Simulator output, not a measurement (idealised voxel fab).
process module | voxel ribs on slabs
cross-section cut | 275 nm wide | cells 5 nm
A cross-section is a grid of square cells, given in bands from the top down. A band is one or more rows of cells.
Each band's line starts with the height of the band's top and of its bottom, in nm. Then come its materials from left to right, each with its width in nm. One material with "throughout" fills the band from edge to edge. "air" is empty space.
Height 0 is the level under which the wafer as received is all one material. The lowest band goes on downwards, as in "0 down".
A width such as "30 to 40" changes by the same amount from each row of cells to the next, from the band's top row to its bottom row.
"no change" after a step means that no cell of the cross-section changed.
closed voids: empty space of 8 cells or more with no open way to the top, each as width x height at its distance from the left edge, in nm
after a step's settings: what the simulator itself notes on the step
overlay nm, on a step with a mask: how far to the right of its planned place the mask lay; to the left if negative
plan
1 op RECEIVE | material Si
2 op DIRECTIONAL_DEP | material SiO2 | thk nm 20
3 op DIRECTIONAL_DEP | material polySi | thk nm 15
4 op MASKED_ETCH | tone cover | mask id RIB | width nm 15 | etch materials polySi | depth nm 5 | overlay nm 0
5 op PATTERN | tone cover | mask id SLAB | material resist | width nm 45 | thk nm 20 | overlay nm 0
6 op DIRECTIONAL_ETCH | etch materials polySi | depth nm 10
7 op STRIP | etch materials resist
8 op FILL_DEP | material SiO2 | thk nm 25
9 op CMP | height nm 55
10 op DIRECTIONAL_DEP | material W | thk nm 10
11 op MASKED_ETCH | tone cover | mask id HEATER | width nm 25 | etch materials W | depth nm 10 | overlay nm 0
12 op CONFORMAL_DEP | material SiO2 | thk nm 5
as received, after step 1
  0 down: Si throughout
  closed voids: none
a wafer at the end: this start, this plan, one mistake
  70 to 65: air 120 | SiO2 35 | air 120
  65 to 60: air 120 | SiO2 5 | W 25 | SiO2 5 | air 120
  60 to 55: SiO2 125 | W 25 | SiO2 125
  55 to 35: SiO2 throughout
  35 to 30: SiO2 130 | polySi 15 | SiO2 130
  30 to 20: SiO2 115 | polySi 50 | SiO2 110
  20 to 0: SiO2 throughout
  0 down: Si throughout
  closed voids: none
what went wrong: step 5 ran as: op PATTERN | tone cover | mask id SLAB | material resist | width nm 50 | thk nm 20 | overlay nm 0
